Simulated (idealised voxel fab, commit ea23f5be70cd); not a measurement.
Process module, titled voxel capacitor over wiring
Section shown: cut. Width: 175 nm. Cell size: 5 nm, square.
We lay out every cross-section as a grid of square cells and spell it out in bands from the top down, where one band means one or more rows of cells. Band: top and bottom heights (nm) first, top before bottom; then materials from left to right, widths in nm. "all across" marks a sole material filling the band edge to edge. "air" denotes empty space. Beneath 0, the wafer as received is one material, and that level is where height counting begins. The lowest band goes on downward without a bottom; it is written like "z 0 and below". With a width like "30 to 40", each row of cells in the band differs from the next by the same amount, the top row carrying the first number and the bottom row the second. For the purposes of this document, the phrase "nothing got changed" attached to a step denotes that no cell within the cross-section was modified by that step. Look at "Enclosed cavity list" for the closed voids: empty spaces with no open path to the top, sized 8 cells or up. Each is width x height at distance, distance from the left edge, all nm. Formally, on a step line, whatever follows the settings is a remark that the simulator itself makes on the step. overlay nm: on a step with a mask, how far right of its planned place the mask lay; negative means left. Heads up before you read on: it's before/after pairs around one process step each, after side only down to the lowest band that changed, step plus settings under the pair. Pairs can be from different runs of this module, same starting wafer, so only chain a pair onto the one above if its "Snapshot before" entry says so.

Snapshot before:
- z 110 to 105  TiN=60 | air=5 | TiN=110
- z 105 to 100  SiO2=55 | TiN=5 | air=5 | TiN=5 | SiO2=105
- z 100 to 95  SiO2=55 | TiN=15 | SiO2=105
- z 95 to 85  SiO2=45 | TiN=60 | SiO2=70
- z 85 to 80  SiO2=45 | SiN=60 | SiO2=70
- z 80 to 70  SiO2=40 | TiN=70 | SiO2=65
- z 70 to 50  lowk=45 | TiN=5 | Cu=5 | TiN=5 | lowk=115
- z 50 to 45  SiCN=45 | TiN=15 | SiCN=115
- z 45 to 40  SiCN=35 | Ru=30 | SiCN=45 | Ru=30 | SiCN=35
- z 40 to 35  SiN=40 | TiN=20 | SiN=55 | TiN=20 | SiN=40
- z 35 to 10  lowk all across
- z 10 to 0  SiO2 all across
- z 0 and below  Si all across
- Enclosed cavity list: none

Result of Step:
- z 115 to 110  Ru all across
- z 110 to 105  TiN=60 | Ru=5 | TiN=110
- z 105 to 100  SiO2=55 | TiN=5 | Ru=5 | TiN=5 | SiO2=105
- Below 100, no change.
- Enclosed cavity list: none
Q: step between the cross-sections above? A: FILL_DEP with material Ru, thk nm 5

Snapshot before: per the after cross-section of the pair just above.

Result of Step:
- z 105 to 100  SiO2=55 | TiN=5 | Ru=5 | TiN=5 | SiO2=105
- Below 100, no change.
- Enclosed cavity list: none
Q: step between the cross-sections above? A: CMP with height nm 105

Snapshot before: per the after cross-section of the pair just above.

Result of Step:
- z 110 to 105  SiCN all across
- Below 105, no change.
- Enclosed cavity list: none
Q: step between the cross-sections above? A: CONFORMAL_DEP with material SiCN, thk nm 5

Snapshot before:
- z 55 to 45  Cu all across
- z 45 to 40  TiN=45 | Cu=10 | TiN=65 | Cu=10 | TiN=45
- z 40 to 15  lowk=40 | TiN=5 | Cu=10 | TiN=5 | lowk=55 | TiN=5 | Cu=10 | TiN=5 | lowk=40
- z 15 to 10  SiN=40 | TiN=20 | SiN=55 | TiN=20 | SiN=40
- z 10 to 0  SiO2 all across
- z 0 and below  Si all across
- Enclosed cavity list: none

Result of Step:
- z 30 to 15  lowk=40 | TiN=5 | Cu=10 | TiN=5 | lowk=55 | TiN=5 | Cu=10 | TiN=5 | lowk=40
- Below 15, no change.
- Enclosed cavity list: none
Q: step between the cross-sections above? A: CMP with height nm 30

Snapshot before: per the after cross-section of the pair just above.

Result of Step:
- z 35 to 30  air=35 | Ru=30 | air=45 | Ru=30 | air=35
- Below 30, no change.
- Enclosed cavity list: none
Q: step between the cross-sections above? A: EPI with material Ru, thk nm 5

Snapshot before: per the after cross-section of the pair just above.

Result of Step:
- z 40 to 35  SiCN all across
- z 35 to 30  SiCN=35 | Ru=30 | SiCN=45 | Ru=30 | SiCN=35
- Below 30, no change.
- Enclosed cavity list: none
Q: step between the cross-sections above? A: FILL_DEP with material SiCN, thk nm 5

Snapshot before: per the after cross-section of the pair just above.

Result of Step:
- z 60 to 40  lowk all across
- Below 40, no change.
- Enclosed cavity list: none
Q: step between the cross-sections above? A: DIRECTIONAL_DEP with material lowk, thk nm 20

Snapshot before: per the after cross-section of the pair just above.

Result of Step:
- z 75 to 60  resist=45 | air=15 | resist=115
- Below 60, no change.
- Enclosed cavity list: none
Q: step between the cross-sections above? A: PATTERN with tone open, mask id PLUG_1, material resist, width nm 15, thk nm 15, overlay nm 0

Snapshot before: per the after cross-section of the pair just above.

Result of Step:
- z 75 to 60  resist=45 | air=15 | resist=115
- z 60 to 40  lowk=45 | air=15 | lowk=115
- Below 40, no change.
- Enclosed cavity list: none
Q: step between the cross-sections above? A: DIRECTIONAL_ETCH with etch materials lowk, depth nm 20

Snapshot before: per the after cross-section of the pair just above.

Result of Step:
- z 75 to 60  resist=45 | air=15 | resist=115
- z 60 to 40  lowk=45 | air=15 | lowk=115
- z 40 to 35  SiCN=45 | air=15 | SiCN=115
- Below 35, no change.
- Enclosed cavity list: none
Q: step between the cross-sections above? A: DIRECTIONAL_ETCH with etch materials SiCN, depth nm 5

Snapshot before: per the after cross-section of the pair just above.

Result of Step:
- z 60 to 40  lowk=45 | air=15 | lowk=115
- Below 40, no change.
- Enclosed cavity list: none
Q: step between the cross-sections above? A: STRIP with etch materials resist

Snapshot before: per the after cross-section of the pair just above.

Result of Step:
- z 65 to 60  TiN=50 | air=5 | TiN=120
- z 60 to 40  lowk=45 | TiN=5 | air=5 | TiN=5 | lowk=115
- z 40 to 35  SiCN=45 | TiN=15 | SiCN=115
- Below 35, no change.
- Enclosed cavity list: none
Q: step between the cross-sections above? A: CONFORMAL_DEP with material TiN, thk nm 5

Snapshot before: per the after cross-section of the pair just above.

Result of Step:
- z 75 to 65  Cu all across
- z 65 to 60  TiN=50 | Cu=5 | TiN=120
- z 60 to 40  lowk=45 | TiN=5 | Cu=5 | TiN=5 | lowk=115
- Below 40, no change.
- Enclosed cavity list: none
Q: step between the cross-sections above? A: FILL_DEP with material Cu, thk nm 10

Snapshot before: per the after cross-section of the pair just above.

Result of Step:
- z 70 to 65  Cu all across
- Below 65, no change.
- Enclosed cavity list: none
Q: step between the cross-sections above? A: CMP with height nm 70

Snapshot before: per the after cross-section of the pair just above.

Result of Step:
- z 80 to 70  TiN all across
- Below 70, no change.
- Enclosed cavity list: none
Q: step between the cross-sections above? A: DIRECTIONAL_DEP with material TiN, thk nm 10

Snapshot before: per the after cross-section of the pair just above.

Result of Step:
- z 85 to 80  SiN all across
- Below 80, no change.
- Enclosed cavity list: none
Q: step between the cross-sections above? A: DIRECTIONAL_DEP with material SiN, thk nm 5

Snapshot before: per the after cross-section of the pair just above.

Result of Step:
- z 95 to 85  TiN all across
- Below 85, no change.
- Enclosed cavity list: none
Q: step between the cross-sections above? A: DIRECTIONAL_DEP with material TiN, thk nm 10

Snapshot before: per the after cross-section of the pair just above.

Result of Step:
- z 110 to 95  aC all across
- Below 95, no change.
- Enclosed cavity list: none
Q: step between the cross-sections above? A: DIRECTIONAL_DEP with material aC, thk nm 15

Snapshot before: per the after cross-section of the pair just above.

Result of Step:
- z 145 to 110  air=45 | resist=60 | air=70
- Below 110, no change.
- Enclosed cavity list: none
Q: step between the cross-sections above? A: PATTERN with tone cover, mask id UPPER_PLATE, material resist, width nm 60, thk nm 35, overlay nm 0

Snapshot before: per the after cross-section of the pair just above.

Result of Step:
- z 130 to 110  air=45 | resist=60 | air=70
- z 110 to 95  air=45 | aC=60 | air=70
- Below 95, no change.
- Enclosed cavity list: none
Q: step between the cross-sections above? A: DIRECTIONAL_ETCH with etch materials aC, depth nm 15

Snapshot before: per the after cross-section of the pair just above.

Result of Step:
- z 110 to 95  air=45 | aC=60 | air=70
- Below 95, no change.
- Enclosed cavity list: none
Q: step between the cross-sections above? A: STRIP with etch materials resist

Snapshot before: per the after cross-section of the pair just above.

Result of Step:
- z 110 to 95  air=45 | aC=60 | air=70
- z 95 to 85  air=45 | TiN=60 | air=70
- Below 85, no change.
- Enclosed cavity list: none
Q: step between the cross-sections above? A: DIRECTIONAL_ETCH with etch materials TiN, depth nm 10

Snapshot before: per the after cross-section of the pair just above.

Result of Step:
- z 110 to 95  air=45 | aC=60 | air=70
- z 95 to 85  air=45 | TiN=60 | air=70
- z 85 to 80  air=45 | SiN=60 | air=70
- Below 80, no change.
- Enclosed cavity list: none
Q: step between the cross-sections above? A: DIRECTIONAL_ETCH with etch materials SiN, depth nm 5

Snapshot before: per the after cross-section of the pair just above.

Result of Step:
- z 95 to 85  air=45 | TiN=60 | air=70
- Below 85, no change.
- Enclosed cavity list: none
Q: step between the cross-sections above? A: STRIP with etch materials aC

Snapshot before: per the after cross-section of the pair just above.

Result of Step:
- z 110 to 95  air=45 | aC=60 | air=70
- z 95 to 85  aC=45 | TiN=60 | aC=70
- z 85 to 80  aC=45 | SiN=60 | aC=70
- Below 80, no change.
- Enclosed cavity list: none
Q: step between the cross-sections above? A: DIRECTIONAL_DEP with material aC, thk nm 15

Snapshot before: per the after cross-section of the pair just above.

Result of Step:
- z 140 to 110  air=40 | resist=70 | air=65
- z 110 to 95  air=40 | resist=5 | aC=60 | resist=5 | air=65
- Below 95, no change.
- Enclosed cavity list: none
Q: step between the cross-sections above? A: PATTERN with tone cover, mask id LOWER_PLATE, material resist, width nm 70, thk nm 30, overlay nm 0

Snapshot before: per the after cross-section of the pair just above.

Result of Step:
- z 125 to 110  air=40 | resist=70 | air=65
- z 110 to 95  air=40 | resist=5 | aC=60 | resist=5 | air=65
- z 95 to 85  air=40 | aC=5 | TiN=60 | aC=5 | air=65
- z 85 to 80  air=40 | aC=5 | SiN=60 | aC=5 | air=65
- Below 80, no change.
- Enclosed cavity list: none
Q: step between the cross-sections above? A: DIRECTIONAL_ETCH with etch materials aC, depth nm 15

Snapshot before: per the after cross-section of the pair just above.

Result of Step:
- z 110 to 95  air=45 | aC=60 | air=70
- Below 95, no change.
- Enclosed cavity list: none
Q: step between the cross-sections above? A: STRIP with etch materials resist

Snapshot before: per the after cross-section of the pair just above.

Result of Step:
- z 110 to 95  air=45 | aC=60 | air=70
- z 95 to 85  air=40 | aC=5 | TiN=60 | aC=5 | air=65
- z 85 to 80  air=40 | aC=5 | SiN=60 | aC=5 | air=65
- z 80 to 70  air=40 | TiN=70 | air=65
- Below 70, no change.
- Enclosed cavity list: none
Q: step between the cross-sections above? A: DIRECTIONAL_ETCH with etch materials TiN, depth nm 10

Snapshot before: per the after cross-section of the pair just above.

Result of Step:
- z 95 to 85  air=45 | TiN=60 | air=70
- z 85 to 80  air=45 | SiN=60 | air=70
- Below 80, no change.
- Enclosed cavity list: none
Q: step between the cross-sections above? A: STRIP with etch materials aC

Snapshot before: per the after cross-section of the pair just above.

Result of Step:
- z 110 to 95  SiO2 all across
- z 95 to 85  SiO2=45 | TiN=60 | SiO2=70
- z 85 to 80  SiO2=45 | SiN=60 | SiO2=70
- z 80 to 70  SiO2=40 | TiN=70 | SiO2=65
- Below 70, no change.
- Enclosed cavity list: none
Q: step between the cross-sections above? A: FILL_DEP with material SiO2, thk nm 15

Snapshot before: per the after cross-section of the pair just above.

Result of Step:
- z 105 to 95  SiO2 all across
- Below 95, no change.
- Enclosed cavity list: none
Q: step between the cross-sections above? A: CMP with height nm 105

Snapshot before: per the after cross-section of the pair just above.

Result of Step:
- z 105 to 95  SiO2=55 | air=15 | SiO2=105
- Below 95, no change.
- Enclosed cavity list: none
Q: step between the cross-sections above? A: MASKED_ETCH with tone open, mask id PLUG_2, width nm 15, etch materials SiO2, depth nm 10, overlay nm 0

Snapshot before: per the after cross-section of the pair just above.

Result of Step:
- z 110 to 105  TiN=60 | air=5 | TiN=110
- z 105 to 100  SiO2=55 | TiN=5 | air=5 | TiN=5 | SiO2=105
- z 100 to 95  SiO2=55 | TiN=15 | SiO2=105
- Below 95, no change.
- Enclosed cavity list: none
Q: step between the cross-sections above? A: CONFORMAL_DEP with material TiN, thk nm 5

Snapshot before: per the after cross-section of the pair just above.

Result of Step:
- z 115 to 110  Ru all across
- z 110 to 105  TiN=60 | Ru=5 | TiN=110
- z 105 to 100  SiO2=55 | TiN=5 | Ru=5 | TiN=5 | SiO2=105
- Below 100, no change.
- Enclosed cavity list: none
Q: step between the cross-sections above? A: FILL_DEP with material Ru, thk nm 5

Snapshot before: per the after cross-section of the pair just above.

Result of Step:
- z 105 to 100  SiO2=55 | TiN=5 | Ru=5 | TiN=5 | SiO2=105
- Below 100, no change.
- Enclosed cavity list: none
Q: step between the cross-sections above? A: CMP with height nm 105

Snapshot before: per the after cross-section of the pair just above.

Result of Step:
- z 110 to 105  SiCN all across
- Below 105, no change.
- Enclosed cavity list: none
Q: step between the cross-sections above? A: CONFORMAL_DEP with material SiCN, thk nm 5

Snapshot before:
- z 110 to 95  air=45 | aC=60 | air=70
- z 95 to 85  aC=45 | TiN=60 | aC=70
- z 85 to 80  aC=45 | SiN=60 | aC=70
- z 80 to 70  TiN all across
- z 70 to 50  lowk=45 | TiN=5 | Cu=5 | TiN=5 | lowk=115
- z 50 to 45  SiCN=45 | TiN=15 | SiCN=115
- z 45 to 40  SiCN=35 | Ru=30 | SiCN=45 | Ru=30 | SiCN=35
- z 40 to 15  lowk=40 | TiN=5 | Cu=10 | TiN=5 | lowk=55 | TiN=5 | Cu=10 | TiN=5 | lowk=40
- z 15 to 10  SiN=40 | TiN=20 | SiN=55 | TiN=20 | SiN=40
- z 10 to 0  SiO2 all across
- z 0 and below  Si all across
- Enclosed cavity list: none

Result of Step:
- z 140 to 110  air=45 | resist=65 | air=65
- z 110 to 95  air=45 | aC=60 | resist=5 | air=65
- Below 95, no change.
- Enclosed cavity list: none
Q: step between the cross-sections above? A: PATTERN with tone cover, mask id LOWER_PLATE, material resist, width nm 65, thk nm 30, overlay nm 0

Snapshot before: per the after cross-section of the pair just above.

Result of Step:
- z 125 to 110  air=45 | resist=65 | air=65
- z 110 to 95  air=45 | aC=60 | resist=5 | air=65
- z 95 to 85  air=45 | TiN=60 | aC=5 | air=65
- z 85 to 80  air=45 | SiN=60 | aC=5 | air=65
- Below 80, no change.
- Enclosed cavity list: none
Q: step between the cross-sections above? A: DIRECTIONAL_ETCH with etch materials aC, depth nm 15

Snapshot before: per the after cross-section of the pair just above.

Result of Step:
- z 110 to 95  air=45 | aC=60 | air=70
- Below 95, no change.
- Enclosed cavity list: none
Q: step between the cross-sections above? A: STRIP with etch materials resist

Snapshot before: per the after cross-section of the pair just above.

Result of Step:
- z 110 to 95  air=45 | aC=60 | air=70
- z 95 to 85  air=45 | TiN=60 | aC=5 | air=65
- z 85 to 80  air=45 | SiN=60 | aC=5 | air=65
- z 80 to 70  air=45 | TiN=65 | air=65
- Below 70, no change.
- Enclosed cavity list: none
Q: step between the cross-sections above? A: DIRECTIONAL_ETCH with etch materials TiN, depth nm 10

Snapshot before: per the after cross-section of the pair just above.

Result of Step:
- z 95 to 85  air=45 | TiN=60 | air=70
- z 85 to 80  air=45 | SiN=60 | air=70
- Below 80, no change.
- Enclosed cavity list: none
Q: step between the cross-sections above? A: STRIP with etch materials aC

Snapshot before: per the after cross-section of the pair just above.

Result of Step:
- z 110 to 95  SiO2 all across
- z 95 to 85  SiO2=45 | TiN=60 | SiO2=70
- z 85 to 80  SiO2=45 | SiN=60 | SiO2=70
- z 80 to 70  SiO2=45 | TiN=65 | SiO2=65
- Below 70, no change.
- Enclosed cavity list: none
Q: step between the cross-sections above? A: FILL_DEP with material SiO2, thk nm 15

Snapshot before: per the after cross-section of the pair just above.

Result of Step:
- z 105 to 95  SiO2 all across
- Below 95, no change.
- Enclosed cavity list: none
Q: step between the cross-sections above? A: CMP with height nm 105

Snapshot before: per the after cross-section of the pair just above.

Result of Step:
- z 105 to 95  SiO2=55 | air=15 | SiO2=105
- Below 95, no change.
- Enclosed cavity list: none
Q: step between the cross-sections above? A: MASKED_ETCH with tone open, mask id PLUG_2, width nm 15, etch materials SiO2, depth nm 10, overlay nm 0

Snapshot before: per the after cross-section of the pair just above.

Result of Step:
- z 110 to 105  TiN=60 | air=5 | TiN=110
- z 105 to 100  SiO2=55 | TiN=5 | air=5 | TiN=5 | SiO2=105
- z 100 to 95  SiO2=55 | TiN=15 | SiO2=105
- Below 95, no change.
- Enclosed cavity list: none
Q: step between the cross-sections above? A: CONFORMAL_DEP with material TiN, thk nm 5

Snapshot before: per the after cross-section of the pair just above.

Result of Step:
- z 115 to 110  Ru all across
- z 110 to 105  TiN=60 | Ru=5 | TiN=110
- z 105 to 100  SiO2=55 | TiN=5 | Ru=5 | TiN=5 | SiO2=105
- Below 100, no change.
- Enclosed cavity list: none
Q: step between the cross-sections above? A: FILL_DEP with material Ru, thk nm 5

Snapshot before: per the after cross-section of the pair just above.

Result of Step:
- z 105 to 100  SiO2=55 | TiN=5 | Ru=5 | TiN=5 | SiO2=105
- Below 100, no change.
- Enclosed cavity list: none
Q: step between the cross-sections above? A: CMP with height nm 105

Snapshot before: per the after cross-section of the pair just above.

Result of Step:
- z 110 to 105  SiCN all across
- Below 105, no change.
- Enclosed cavity list: none
Q: step between the cross-sections above? A: CONFORMAL_DEP with material SiCN, thk nm 5

Snapshot before:
- z 40 to 15  lowk all across
- z 15 to 10  SiN all across
- z 10 to 0  SiO2 all across
- z 0 and below  Si all across
- Enclosed cavity list: none

Result of Step:
- z 40 to 15  lowk=45 | air=20 | lowk=55 | air=20 | lowk=35
- Below 15, no change.
- Enclosed cavity list: none
Q: step between the cross-sections above? A: MASKED_ETCH with tone open, mask id METAL_1, width nm 20, pitch nm 75, etch materials lowk, depth nm 25, overlay nm 5

Snapshot before: per the after cross-section of the pair just above.

Result of Step:
- z 40 to 15  lowk=45 | air=20 | lowk=55 | air=20 | lowk=35
- z 15 to 10  SiN=45 | air=15 | SiN=60 | air=15 | SiN=40
- Below 10, no change.
- Enclosed cavity list: none
Q: step between the cross-sections above? A: MASKED_ETCH with tone open, mask id METAL_1, width nm 20, pitch nm 75, etch materials SiN, depth nm 5, overlay nm 0

Snapshot before: per the after cross-section of the pair just above.

Result of Step:
- z 45 to 40  TiN=50 | air=10 | TiN=65 | air=10 | TiN=40
- z 40 to 20  lowk=45 | TiN=5 | air=10 | TiN=5 | lowk=55 | TiN=5 | air=10 | TiN=5 | lowk=35
- z 20 to 15  lowk=45 | TiN=5 | air=5 | TiN=10 | lowk=55 | TiN=5 | air=5 | TiN=10 | lowk=35
- z 15 to 10  SiN=45 | TiN=15 | SiN=60 | TiN=15 | SiN=40
- Below 10, no change.
- Enclosed cavity list: none
Q: step between the cross-sections above? A: CONFORMAL_DEP with material TiN, thk nm 5

Snapshot before: per the after cross-section of the pair just above.

Result of Step:
- z 55 to 45  Cu all across
- z 45 to 40  TiN=50 | Cu=10 | TiN=65 | Cu=10 | TiN=40
- z 40 to 20  lowk=45 | TiN=5 | Cu=10 | TiN=5 | lowk=55 | TiN=5 | Cu=10 | TiN=5 | lowk=35
- z 20 to 15  lowk=45 | TiN=5 | Cu=5 | TiN=10 | lowk=55 | TiN=5 | Cu=5 | TiN=10 | lowk=35
- Below 15, no change.
- Enclosed cavity list: none
Q: step between the cross-sections above? A: FILL_DEP with material Cu, thk nm 10

Snapshot before: per the after cross-section of the pair just above.

Result of Step:
- z 40 to 20  lowk=45 | TiN=5 | Cu=10 | TiN=5 | lowk=55 | TiN=5 | Cu=10 | TiN=5 | lowk=35
- Below 20, no change.
- Enclosed cavity list: none
Q: step between the cross-sections above? A: CMP with height nm 40

Snapshot before: per the after cross-section of the pair just above.

Result of Step:
- z 45 to 40  air=40 | Ru=30 | air=45 | Ru=30 | air=30
- Below 40, no change.
- Enclosed cavity list: none
Q: step between the cross-sections above? A: EPI with material Ru, thk nm 5

Snapshot before: per the after cross-section of the pair just above.

Result of Step:
- z 50 to 45  SiCN all across
- z 45 to 40  SiCN=40 | Ru=30 | SiCN=45 | Ru=30 | SiCN=30
- Below 40, no change.
- Enclosed cavity list: none
Q: step between the cross-sections above? A: FILL_DEP with material SiCN, thk nm 5

Snapshot before: per the after cross-section of the pair just above.

Result of Step:
- z 70 to 50  lowk all across
- Below 50, no change.
- Enclosed cavity list: none
Q: step between the cross-sections above? A: DIRECTIONAL_DEP with material lowk, thk nm 20

Snapshot before: per the after cross-section of the pair just above.

Result of Step:
- z 85 to 70  resist=45 | air=15 | resist=115
- Below 70, no change.
- Enclosed cavity list: none
Q: step between the cross-sections above? A: PATTERN with tone open, mask id PLUG_1, material resist, width nm 15, thk nm 15, overlay nm 0

Snapshot before: per the after cross-section of the pair just above.

Result of Step:
- z 85 to 70  resist=45 | air=15 | resist=115
- z 70 to 50  lowk=45 | air=15 | lowk=115
- Below 50, no change.
- Enclosed cavity list: none
Q: step between the cross-sections above? A: DIRECTIONAL_ETCH with etch materials lowk, depth nm 20

Snapshot before: per the after cross-section of the pair just above.

Result of Step:
- z 85 to 70  resist=45 | air=15 | resist=115
- z 70 to 50  lowk=45 | air=15 | lowk=115
- z 50 to 45  SiCN=45 | air=15 | SiCN=115
- Below 45, no change.
- Enclosed cavity list: none
Q: step between the cross-sections above? A: DIRECTIONAL_ETCH with etch materials SiCN, depth nm 5

Snapshot before: per the after cross-section of the pair just above.

Result of Step:
- z 70 to 50  lowk=45 | air=15 | lowk=115
- Below 50, no change.
- Enclosed cavity list: none
Q: step between the cross-sections above? A: STRIP with etch materials resist

Snapshot before: per the after cross-section of the pair just above.

Result of Step:
- z 75 to 70  TiN=50 | air=5 | TiN=120
- z 70 to 50  lowk=45 | TiN=5 | air=5 | TiN=5 | lowk=115
- z 50 to 45  SiCN=45 | TiN=15 | SiCN=115
- Below 45, no change.
- Enclosed cavity list: none
Q: step between the cross-sections above? A: CONFORMAL_DEP with material TiN, thk nm 5

Snapshot before: per the after cross-section of the pair just above.

Result of Step:
- z 85 to 75  Cu all across
- z 75 to 70  TiN=50 | Cu=5 | TiN=120
- z 70 to 50  lowk=45 | TiN=5 | Cu=5 | TiN=5 | lowk=115
- Below 50, no change.
- Enclosed cavity list: none
Q: step between the cross-sections above? A: FILL_DEP with material Cu, thk nm 10

Snapshot before: per the after cross-section of the pair just above.

Result of Step:
- z 70 to 50  lowk=45 | TiN=5 | Cu=5 | TiN=5 | lowk=115
- Below 50, no change.
- Enclosed cavity list: none
Q: step between the cross-sections above? A: CMP with height nm 70

Snapshot before: per the after cross-section of the pair just above.

Result of Step:
- z 80 to 70  TiN all across
- Below 70, no change.
- Enclosed cavity list: none
Q: step between the cross-sections above? A: DIRECTIONAL_DEP with material TiN, thk nm 10

Snapshot before: per the after cross-section of the pair just above.

Result of Step:
- z 85 to 80  SiN all across
- Below 80, no change.
- Enclosed cavity list: none
Q: step between the cross-sections above? A: DIRECTIONAL_DEP with material SiN, thk nm 5

Snapshot before: per the after cross-section of the pair just above.

Result of Step:
- z 95 to 85  TiN all across
- Below 85, no change.
- Enclosed cavity list: none
Q: step between the cross-sections above? A: DIRECTIONAL_DEP with material TiN, thk nm 10

Snapshot before: per the after cross-section of the pair just above.

Result of Step:
- z 110 to 95  aC all across
- Below 95, no change.
- Enclosed cavity list: none
Q: step between the cross-sections above? A: DIRECTIONAL_DEP with material aC, thk nm 15

Snapshot before: per the after cross-section of the pair just above.

Result of Step:
- z 145 to 110  air=45 | resist=60 | air=70
- Below 110, no change.
- Enclosed cavity list: none
Q: step between the cross-sections above? A: PATTERN with tone cover, mask id UPPER_PLATE, material resist, width nm 60, thk nm 35, overlay nm 0

Snapshot before: per the after cross-section of the pair just above.

Result of Step:
- z 130 to 110  air=45 | resist=60 | air=70
- z 110 to 95  air=45 | aC=60 | air=70
- Below 95, no change.
- Enclosed cavity list: none
Q: step between the cross-sections above? A: DIRECTIONAL_ETCH with etch materials aC, depth nm 15

Snapshot before: per the after cross-section of the pair just above.

Result of Step:
- z 110 to 95  air=45 | aC=60 | air=70
- Below 95, no change.
- Enclosed cavity list: none
Q: step between the cross-sections above? A: STRIP with etch materials resist

Snapshot before: per the after cross-section of the pair just above.

Result of Step:
- z 110 to 95  air=45 | aC=60 | air=70
- z 95 to 85  air=45 | TiN=60 | air=70
- Below 85, no change.
- Enclosed cavity list: none
Q: step between the cross-sections above? A: DIRECTIONAL_ETCH with etch materials TiN, depth nm 10

Snapshot before: per the after cross-section of the pair just above.

Result of Step:
- z 110 to 95  air=45 | aC=60 | air=70
- z 95 to 85  air=45 | TiN=60 | air=70
- z 85 to 80  air=45 | SiN=60 | air=70
- Below 80, no change.
- Enclosed cavity list: none
Q: step between the cross-sections above? A: DIRECTIONAL_ETCH with etch materials SiN, depth nm 5

Snapshot before: per the after cross-section of the pair just above.

Result of Step:
- z 95 to 85  air=45 | TiN=60 | air=70
- Below 85, no change.
- Enclosed cavity list: none
Q: step between the cross-sections above? A: STRIP with etch materials aC

Snapshot before: per the after cross-section of the pair just above.

Result of Step:
- z 110 to 95  air=45 | aC=60 | air=70
- z 95 to 85  aC=45 | TiN=60 | aC=70
- z 85 to 80  aC=45 | SiN=60 | aC=70
- Below 80, no change.
- Enclosed cavity list: none
Q: step between the cross-sections above? A: DIRECTIONAL_DEP with material aC, thk nm 15

Snapshot before: per the after cross-section of the pair just above.

Result of Step:
- z 140 to 110  air=40 | resist=70 | air=65
- z 110 to 95  air=40 | resist=5 | aC=60 | resist=5 | air=65
- Below 95, no change.
- Enclosed cavity list: none
Q: step between the cross-sections above? A: PATTERN with tone cover, mask id LOWER_PLATE, material resist, width nm 70, thk nm 30, overlay nm 0

Snapshot before: per the after cross-section of the pair just above.

Result of Step:
- z 125 to 110  air=40 | resist=70 | air=65
- z 110 to 95  air=40 | resist=5 | aC=60 | resist=5 | air=65
- z 95 to 85  air=40 | aC=5 | TiN=60 | aC=5 | air=65
- z 85 to 80  air=40 | aC=5 | SiN=60 | aC=5 | air=65
- Below 80, no change.
- Enclosed cavity list: none
Q: step between the cross-sections above? A: DIRECTIONAL_ETCH with etch materials aC, depth nm 15

Snapshot before: per the after cross-section of the pair just above.

Result of Step:
- z 110 to 95  air=45 | aC=60 | air=70
- Below 95, no change.
- Enclosed cavity list: none
Q: step between the cross-sections above? A: STRIP with etch materials resist

Snapshot before: per the after cross-section of the pair just above.

Result of Step:
- z 110 to 95  air=45 | aC=60 | air=70
- z 95 to 85  air=40 | aC=5 | TiN=60 | aC=5 | air=65
- z 85 to 80  air=40 | aC=5 | SiN=60 | aC=5 | air=65
- z 80 to 70  air=40 | TiN=70 | air=65
- Below 70, no change.
- Enclosed cavity list: none
Q: step between the cross-sections above? A: DIRECTIONAL_ETCH with etch materials TiN, depth nm 10

Snapshot before: per the after cross-section of the pair just above.

Result of Step:
- z 95 to 85  air=45 | TiN=60 | air=70
- z 85 to 80  air=45 | SiN=60 | air=70
- Below 80, no change.
- Enclosed cavity list: none
Q: step between the cross-sections above? A: STRIP with etch materials aC

Snapshot before: per the after cross-section of the pair just above.

Result of Step:
- z 110 to 95  SiO2 all across
- z 95 to 85  SiO2=45 | TiN=60 | SiO2=70
- z 85 to 80  SiO2=45 | SiN=60 | SiO2=70
- z 80 to 70  SiO2=40 | TiN=70 | SiO2=65
- Below 70, no change.
- Enclosed cavity list: none
Q: step between the cross-sections above? A: FILL_DEP with material SiO2, thk nm 15

Snapshot before: per the after cross-section of the pair just above.

Result of Step:
- z 105 to 95  SiO2 all across
- Below 95, no change.
- Enclosed cavity list: none
Q: step between the cross-sections above? A: CMP with height nm 105

Snapshot before: per the after cross-section of the pair just above.

Result of Step:
- z 105 to 95  SiO2=55 | air=15 | SiO2=105
- Below 95, no change.
- Enclosed cavity list: none
Q: step between the cross-sections above? A: MASKED_ETCH with tone open, mask id PLUG_2, width nm 15, etch materials SiO2, depth nm 10, overlay nm 0

Snapshot before: per the after cross-section of the pair just above.

Result of Step:
- z 110 to 105  TiN=60 | air=5 | TiN=110
- z 105 to 100  SiO2=55 | TiN=5 | air=5 | TiN=5 | SiO2=105
- z 100 to 95  SiO2=55 | TiN=15 | SiO2=105
- Below 95, no change.
- Enclosed cavity list: none
Q: step between the cross-sections above? A: CONFORMAL_DEP with material TiN, thk nm 5

Snapshot before: per the after cross-section of the pair just above.

Result of Step:
- z 115 to 110  Ru all across
- z 110 to 105  TiN=60 | Ru=5 | TiN=110
- z 105 to 100  SiO2=55 | TiN=5 | Ru=5 | TiN=5 | SiO2=105
- Below 100, no change.
- Enclosed cavity list: none
Q: step between the cross-sections above? A: FILL_DEP with material Ru, thk nm 5

Snapshot before: per the after cross-section of the pair just above.

Result of Step:
- z 105 to 100  SiO2=55 | TiN=5 | Ru=5 | TiN=5 | SiO2=105
- Below 100, no change.
- Enclosed cavity list: none
Q: step between the cross-sections above? A: CMP with height nm 105

Snapshot before: per the after cross-section of the pair just above.

Result of Step:
- z 110 to 105  SiCN all across
- Below 105, no change.
- Enclosed cavity list: none
Q: step between the cross-sections above? A: CONFORMAL_DEP with material SiCN, thk nm 5

Snapshot before:
- z 95 to 85  TiN all across
- z 85 to 80  SiN all across
- z 80 to 70  TiN all across
- z 70 to 50  lowk=45 | TiN=5 | Cu=5 | TiN=5 | lowk=115
- z 50 to 45  SiCN=45 | TiN=15 | SiCN=115
- z 45 to 40  SiCN=35 | Ru=30 | SiCN=45 | Ru=30 | SiCN=35
- z 40 to 15  lowk=40 | TiN=5 | Cu=10 | TiN=5 | lowk=55 | TiN=5 | Cu=10 | TiN=5 | lowk=40
- z 15 to 10  SiN=40 | TiN=20 | SiN=55 | TiN=20 | SiN=40
- z 10 to 0  SiO2 all across
- z 0 and below  Si all across
- Enclosed cavity list: none

Result of Step:
- z 110 to 95  SiN all across
- Below 95, no change.
- Enclosed cavity list: none
Q: step between the cross-sections above? A: DIRECTIONAL_DEP with material SiN, thk nm 15

Snapshot before: per the after cross-section of the pair just above.

Result of Step:
- z 145 to 110  air=45 | resist=60 | air=70
- Below 110, no change.
- Enclosed cavity list: none
Q: step between the cross-sections above? A: PATTERN with tone cover, mask id UPPER_PLATE, material resist, width nm 60, thk nm 35, overlay nm 0
